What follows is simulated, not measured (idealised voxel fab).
Process module heading - voxel gate over fins
The cross-section on display is named cut; it measures 290 nm wide, and its cells are 5 nm squares.
Think of the cross-section as a grid of square cells. We describe it in bands, top to bottom, and each band covers one or more rows of those cells.
For a band, the entry starts with two heights in nm, that of the top and then that of the bottom, and carries on with the band's materials in order from left to right, each alongside its width in nm; the word "throughout" beside a single material means it fills the band edge to edge, and "air" means empty space.
For the purposes of this specification, 0 denotes the height below which the wafer in its as-received condition is composed wholly of one material, and the lowermost band, lacking a lower limit, extends downward without end, as expressed in "from 0 down".
The two numbers in a width such as "30 to 40" mark its ends across the band: the first belongs to the top row of cells, the second to the bottom row, and from each row to the next the width moves by the same amount.
When a step is marked "everything unchanged", none of the cells in the cross-section changed during that step.
Under "Fully sealed voids" you'll find the enclosed gaps, the ones with no way out to the top, that are 8 cells or bigger; each reads width x height at distance, with distance counted from the left edge, everything in nm.
Where a step's line continues beyond its settings, the continuation is a remark by the simulator itself on that step.
"overlay nm" denotes, for a step that has a mask, the displacement of the mask to the right of its planned place, with negative values corresponding to the left.

## Intended process steps
1) RECEIVE | material Si
2) CONFORMAL_DEP | material SiN | thk nm 5
3) PATTERN | tone cover | mask id FINS | material resist | width nm 15 | pitch nm 40 | thk nm 15 | overlay nm 0
4) DIRECTIONAL_ETCH | etch materials SiN | depth nm 5
5) DIRECTIONAL_ETCH | etch materials Si | depth nm 35
6) STRIP | etch materials resist
7) OXIDIZE | depth nm 5
8) FILL_DEP | material SiO2 | thk nm 5
9) CMP | height nm 5
10) SELECTIVE_ETCH | etch materials SiO2 | depth nm 20
11) STRIP | etch materials SiN
12) CONFORMAL_DEP | material HfO2 | thk nm 5
13) CONFORMAL_DEP | material TiN | thk nm 5
14) FILL_DEP | material W | thk nm 15
15) CMP | height nm 20
16) CONFORMAL_DEP | material SiN | thk nm 10

## Cross-section of the incoming wafer, state after step 1
from 0 down = Si throughout
Fully sealed voids: none

## Post-module cross-section: identical start and plan to those above, one misstep in execution
from 30 to 20 = SiN throughout
from 20 to 15 = W throughout
from 15 to 10 = TiN throughout
from 10 to 5 = 80 HfO2; 5 TiN; 35 HfO2; 5 TiN; 35 HfO2; 5 TiN; 35 HfO2; 5 TiN; 85 HfO2
from 5 to 0 = HfO2 throughout
from 0 to -35 = 75 HfO2; 5 SiO2; 5 Si; 5 SiO2; 25 HfO2; 5 SiO2; 5 Si; 5 SiO2; 25 HfO2; 5 SiO2; 5 Si; 5 SiO2; 25 HfO2; 5 SiO2; 5 Si; 5 SiO2; 80 HfO2
from -35 to -40 = 80 SiO2; 5 Si; 35 SiO2; 5 Si; 35 SiO2; 5 Si; 35 SiO2; 5 Si; 85 SiO2
from -40 down = Si throughout
Fully sealed voids: none
What broke from the plan during processing? step 8 did not use the planned setting and instead ran as FILL_DEP | material HfO2 | thk nm 5
